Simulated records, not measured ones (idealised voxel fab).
Module name: voxel self aligned vias (process module)
This is section cut - it's 160 nm across, gridded in 5 nm square cells.
Square cells in a grid make up a cross-section in this document, and the grid is given as bands, listed from the top down, each one or more rows of cells.
Band entry format. Leading values: height of top, height of bottom, nm. Remainder: materials in left-to-right order, each with its width in nm. Special words: "full width" on a single material, which then fills the band edge to edge; "empty", empty space.
Ref level 0: as-received wafer is one material below here. Bottom band extends down with no lower bound ("0..down").
Width spec "30 to 40" -> top row of cells at first value, bottom row at second value, equal per-row change in between.
Take "all unchanged" at face value: in the step it is given for, the cross-section changed in none of its cells.
The entry "Sealed internal voids" lists the empty spaces that cover at least 8 cells and have no open path to the top. Each is written as width x height at distance, where the distance is measured from the left edge and all three values are in nm.
The remark found on a step's line after its settings is issued by the simulator itself and pertains to that step.
overlay nm: mask offset rightward from planned place, masked step; negative means leftward offset.

### Here's what the planned process steps look like
1,RECEIVE: material Si
2,CONFORMAL_DEP: material SiO2, thk nm 15
3,CONFORMAL_DEP: material SiCN, thk nm 5
4,DIRECTIONAL_DEP: material SiO2, thk nm 30
5,DIRECTIONAL_DEP: material aC, thk nm 10
6,PATTERN: tone open, mask id LINES, material resist, width nm 20, pitch nm 55, thk nm 25, overlay nm 0
7,DIRECTIONAL_ETCH: etch materials aC, depth nm 10
8,STRIP: etch materials resist
9,DIRECTIONAL_ETCH: etch materials SiO2, depth nm 30
10,STRIP: etch materials aC
11,CONFORMAL_DEP: material TiN, thk nm 5
12,FILL_DEP: material Ru, thk nm 10
13,CMP: height nm 50
14,SELECTIVE_ETCH: etch materials W Ru TiN, depth nm 10
15,FILL_DEP: material SiN, thk nm 10
16,CMP: height nm 50
17,DIRECTIONAL_DEP: material SiO2, thk nm 20
18,PATTERN: tone open, mask id VIAS, material resist, width nm 30, thk nm 20, overlay nm 0
19,DIRECTIONAL_ETCH: etch materials SiO2, depth nm 20
20,DIRECTIONAL_ETCH: etch materials SiN, depth nm 10
21,STRIP: etch materials resist
22,CONFORMAL_DEP: material TiN, thk nm 5
23,FILL_DEP: material Cu, thk nm 5
24,CMP: height nm 70
25,CONFORMAL_DEP: material SiN, thk nm 5

### The first of two wafers, run as planned

### Cross-section of the incoming wafer, state after step 1
  0..down: Si full width
  Sealed internal voids: none

### Cross-section through the wafer, step 2 finished
  15..0: SiO2 full width
  Below 0 it's all the same as before, nothing changed down there.

### Cross-section through the wafer, step 3 finished
  20..15: SiCN full width
  Below 15 it's all the same as before, nothing changed down there.

### Cross-section through the wafer, step 4 finished
  50..20: SiO2 full width
  Below 20 it's all the same as before, nothing changed down there.

### Cross-section through the wafer, step 5 finished
  60..50: aC full width
  Below 50 it's all the same as before, nothing changed down there.

### Cross-section through the wafer, step 6 finished
  85..60: 40 of resist, then 20 of empty, then 35 of resist, then 20 of empty, then 45 of resist
  Below 60 it's all the same as before, nothing changed down there.

### Cross-section through the wafer, step 7 finished
  75..60: 40 of resist, then 20 of empty, then 35 of resist, then 20 of empty, then 45 of resist
  60..50: 40 of aC, then 20 of empty, then 35 of aC, then 20 of empty, then 45 of aC
  Below 50 it's all the same as before, nothing changed down there.

### Cross-section through the wafer, step 8 finished
  60..50: 40 of aC, then 20 of empty, then 35 of aC, then 20 of empty, then 45 of aC
  Below 50 it's all the same as before, nothing changed down there.

### Cross-section through the wafer, step 9 finished
  60..50: 40 of aC, then 20 of empty, then 35 of aC, then 20 of empty, then 45 of aC
  50..20: 40 of SiO2, then 20 of empty, then 35 of SiO2, then 20 of empty, then 45 of SiO2
  Below 20 it's all the same as before, nothing changed down there.

### Cross-section through the wafer, step 10 finished
  50..20: 40 of SiO2, then 20 of empty, then 35 of SiO2, then 20 of empty, then 45 of SiO2
  Below 20 it's all the same as before, nothing changed down there.

### Cross-section through the wafer, step 11 finished
  55..50: 45 of TiN, then 10 of empty, then 45 of TiN, then 10 of empty, then 50 of TiN
  50..25: 40 of SiO2, then 5 of TiN, then 10 of empty, then 5 of TiN, then 35 of SiO2, then 5 of TiN, then 10 of empty, then 5 of TiN, then 45 of SiO2
  25..20: 40 of SiO2, then 20 of TiN, then 35 of SiO2, then 20 of TiN, then 45 of SiO2
  Below 20 it's all the same as before, nothing changed down there.

### Cross-section through the wafer, step 12 finished
  65..55: Ru full width
  55..50: 45 of TiN, then 10 of Ru, then 45 of TiN, then 10 of Ru, then 50 of TiN
  50..25: 40 of SiO2, then 5 of TiN, then 10 of Ru, then 5 of TiN, then 35 of SiO2, then 5 of TiN, then 10 of Ru, then 5 of TiN, then 45 of SiO2
  Below 25 it's all the same as before, nothing changed down there.

### Cross-section through the wafer, step 13 finished
  50..25: 40 of SiO2, then 5 of TiN, then 10 of Ru, then 5 of TiN, then 35 of SiO2, then 5 of TiN, then 10 of Ru, then 5 of TiN, then 45 of SiO2
  Below 25 it's all the same as before, nothing changed down there.

### Cross-section through the wafer, step 14 finished
  50..40: 40 of SiO2, then 20 of empty, then 35 of SiO2, then 20 of empty, then 45 of SiO2
  Below 40 it's all the same as before, nothing changed down there.

### Cross-section through the wafer, step 15 finished
  60..50: SiN full width
  50..40: 40 of SiO2, then 20 of SiN, then 35 of SiO2, then 20 of SiN, then 45 of SiO2
  Below 40 it's all the same as before, nothing changed down there.

### Cross-section through the wafer, step 16 finished
  50..40: 40 of SiO2, then 20 of SiN, then 35 of SiO2, then 20 of SiN, then 45 of SiO2
  Below 40 it's all the same as before, nothing changed down there.

### Cross-section through the wafer, step 17 finished
  70..50: SiO2 full width
  Below 50 it's all the same as before, nothing changed down there.

### Cross-section through the wafer, step 18 finished
  90..70: 35 of resist, then 30 of empty, then 95 of resist
  Below 70 it's all the same as before, nothing changed down there.

### Cross-section through the wafer, step 19 finished
  90..70: 35 of resist, then 30 of empty, then 95 of resist
  70..50: 35 of SiO2, then 30 of empty, then 95 of SiO2
  Below 50 it's all the same as before, nothing changed down there.

### Cross-section through the wafer, step 20 finished
  90..70: 35 of resist, then 30 of empty, then 95 of resist
  70..50: 35 of SiO2, then 30 of empty, then 95 of SiO2
  50..40: 40 of SiO2, then 20 of empty, then 35 of SiO2, then 20 of SiN, then 45 of SiO2
  Below 40 it's all the same as before, nothing changed down there.

### Cross-section through the wafer, step 21 finished
  70..50: 35 of SiO2, then 30 of empty, then 95 of SiO2
  Below 50 it's all the same as before, nothing changed down there.

### Cross-section through the wafer, step 22 finished
  75..70: 40 of TiN, then 20 of empty, then 100 of TiN
  70..55: 35 of SiO2, then 5 of TiN, then 20 of empty, then 5 of TiN, then 95 of SiO2
  55..50: 35 of SiO2, then 10 of TiN, then 10 of empty, then 10 of TiN, then 95 of SiO2
  50..45: 40 of SiO2, then 5 of TiN, then 10 of empty, then 5 of TiN, then 35 of SiO2, then 20 of SiN, then 45 of SiO2
  45..40: 40 of SiO2, then 20 of TiN, then 35 of SiO2, then 20 of SiN, then 45 of SiO2
  Below 40 it's all the same as before, nothing changed down there.

### Cross-section through the wafer, step 23 finished
  80..75: Cu full width
  75..70: 40 of TiN, then 20 of Cu, then 100 of TiN
  70..55: 35 of SiO2, then 5 of TiN, then 20 of Cu, then 5 of TiN, then 95 of SiO2
  55..50: 35 of SiO2, then 10 of TiN, then 10 of Cu, then 10 of TiN, then 95 of SiO2
  50..45: 40 of SiO2, then 5 of TiN, then 10 of Cu, then 5 of TiN, then 35 of SiO2, then 20 of SiN, then 45 of SiO2
  Below 45 it's all the same as before, nothing changed down there.

### Cross-section through the wafer, step 24 finished
  70..55: 35 of SiO2, then 5 of TiN, then 20 of Cu, then 5 of TiN, then 95 of SiO2
  Below 55 it's all the same as before, nothing changed down there.

### Cross-section through the wafer, step 25 finished
  75..70: SiN full width
  Below 70 it's all the same as before, nothing changed down there.

### It is to be noted that the second wafer proceeded from the same initial state and according to the same plan as the first, although one mistake was committed in its execution; through step 2, inclusive, the two wafers share an identical history

Cross-section of the second wafer at the time step 3 of the plan should have ended: all unchanged

### Cross-section of the second wafer at the time step 4 of the plan should have ended
  45..0: SiO2 full width
  Below 0 it's all the same as before, nothing changed down there.

### Cross-section of the second wafer at the time step 5 of the plan should have ended
  55..45: aC full width
  Below 45 it's all the same as before, nothing changed down there.

### Cross-section of the second wafer at the time step 6 of the plan should have ended
  80..55: 40 of resist, then 20 of empty, then 35 of resist, then 20 of empty, then 45 of resist
  Below 55 it's all the same as before, nothing changed down there.

### Cross-section of the second wafer at the time step 7 of the plan should have ended
  70..55: 40 of resist, then 20 of empty, then 35 of resist, then 20 of empty, then 45 of resist
  55..45: 40 of aC, then 20 of empty, then 35 of aC, then 20 of empty, then 45 of aC
  Below 45 it's all the same as before, nothing changed down there.

### Cross-section of the second wafer at the time step 8 of the plan should have ended
  55..45: 40 of aC, then 20 of empty, then 35 of aC, then 20 of empty, then 45 of aC
  Below 45 it's all the same as before, nothing changed down there.

### Cross-section of the second wafer at the time step 9 of the plan should have ended
  55..45: 40 of aC, then 20 of empty, then 35 of aC, then 20 of empty, then 45 of aC
  45..15: 40 of SiO2, then 20 of empty, then 35 of SiO2, then 20 of empty, then 45 of SiO2
  Below 15 it's all the same as before, nothing changed down there.

### Cross-section of the second wafer at the time step 10 of the plan should have ended
  45..15: 40 of SiO2, then 20 of empty, then 35 of SiO2, then 20 of empty, then 45 of SiO2
  Below 15 it's all the same as before, nothing changed down there.

### Cross-section of the second wafer at the time step 11 of the plan should have ended
  50..45: 45 of TiN, then 10 of empty, then 45 of TiN, then 10 of empty, then 50 of TiN
  45..20: 40 of SiO2, then 5 of TiN, then 10 of empty, then 5 of TiN, then 35 of SiO2, then 5 of TiN, then 10 of empty, then 5 of TiN, then 45 of SiO2
  20..15: 40 of SiO2, then 20 of TiN, then 35 of SiO2, then 20 of TiN, then 45 of SiO2
  Below 15 it's all the same as before, nothing changed down there.

### Cross-section of the second wafer at the time step 12 of the plan should have ended
  60..50: Ru full width
  50..45: 45 of TiN, then 10 of Ru, then 45 of TiN, then 10 of Ru, then 50 of TiN
  45..20: 40 of SiO2, then 5 of TiN, then 10 of Ru, then 5 of TiN, then 35 of SiO2, then 5 of TiN, then 10 of Ru, then 5 of TiN, then 45 of SiO2
  Below 20 it's all the same as before, nothing changed down there.

### Cross-section of the second wafer at the time step 13 of the plan should have ended
  50..45: 45 of TiN, then 10 of Ru, then 45 of TiN, then 10 of Ru, then 50 of TiN
  Below 45 it's all the same as before, nothing changed down there.

### Cross-section of the second wafer at the time step 14 of the plan should have ended
  45..40: 40 of SiO2, then 20 of empty, then 35 of SiO2, then 20 of empty, then 45 of SiO2
  Below 40 it's all the same as before, nothing changed down there.

### Cross-section of the second wafer at the time step 15 of the plan should have ended
  55..45: SiN full width
  45..40: 40 of SiO2, then 20 of SiN, then 35 of SiO2, then 20 of SiN, then 45 of SiO2
  Below 40 it's all the same as before, nothing changed down there.

### Cross-section of the second wafer at the time step 16 of the plan should have ended
  50..45: SiN full width
  Below 45 it's all the same as before, nothing changed down there.

### Cross-section of the second wafer at the time step 17 of the plan should have ended
  70..50: SiO2 full width
  Below 50 it's all the same as before, nothing changed down there.

### Cross-section of the second wafer at the time step 18 of the plan should have ended
  90..70: 35 of resist, then 30 of empty, then 95 of resist
  Below 70 it's all the same as before, nothing changed down there.

### Cross-section of the second wafer at the time step 19 of the plan should have ended
  90..70: 35 of resist, then 30 of empty, then 95 of resist
  70..50: 35 of SiO2, then 30 of empty, then 95 of SiO2
  Below 50 it's all the same as before, nothing changed down there.

### Cross-section of the second wafer at the time step 20 of the plan should have ended
  90..70: 35 of resist, then 30 of empty, then 95 of resist
  70..50: 35 of SiO2, then 30 of empty, then 95 of SiO2
  50..45: 35 of SiN, then 30 of empty, then 95 of SiN
  45..40: 40 of SiO2, then 20 of empty, then 35 of SiO2, then 20 of SiN, then 45 of SiO2
  Below 40 it's all the same as before, nothing changed down there.

### Cross-section of the second wafer at the time step 21 of the plan should have ended
  70..50: 35 of SiO2, then 30 of empty, then 95 of SiO2
  Below 50 it's all the same as before, nothing changed down there.

### Cross-section of the second wafer at the time step 22 of the plan should have ended
  75..70: 40 of TiN, then 20 of empty, then 100 of TiN
  70..50: 35 of SiO2, then 5 of TiN, then 20 of empty, then 5 of TiN, then 95 of SiO2
  50..45: 35 of SiN, then 10 of TiN, then 10 of empty, then 10 of TiN, then 95 of SiN
  45..40: 40 of SiO2, then 20 of TiN, then 35 of SiO2, then 20 of SiN, then 45 of SiO2
  Below 40 it's all the same as before, nothing changed down there.

### Cross-section of the second wafer at the time step 23 of the plan should have ended
  80..75: Cu full width
  75..70: 40 of TiN, then 20 of Cu, then 100 of TiN
  70..50: 35 of SiO2, then 5 of TiN, then 20 of Cu, then 5 of TiN, then 95 of SiO2
  50..45: 35 of SiN, then 10 of TiN, then 10 of Cu, then 10 of TiN, then 95 of SiN
  Below 45 it's all the same as before, nothing changed down there.

### Cross-section of the second wafer at the time step 24 of the plan should have ended
  70..50: 35 of SiO2, then 5 of TiN, then 20 of Cu, then 5 of TiN, then 95 of SiO2
  Below 50 it's all the same as before, nothing changed down there.

### Cross-section of the second wafer at the time step 25 of the plan should have ended
  75..70: SiN full width
  Below 70 it's all the same as before, nothing changed down there.
Heads up, the wafer didn't run the way we planned it: no execution of plan step 3; skipped
Cell-count delta at end, second wafer over first, by material: Cu: 2 more | Ru: 4 more | SiCN: 32 fewer | SiN: 22 more | TiN: 4 more
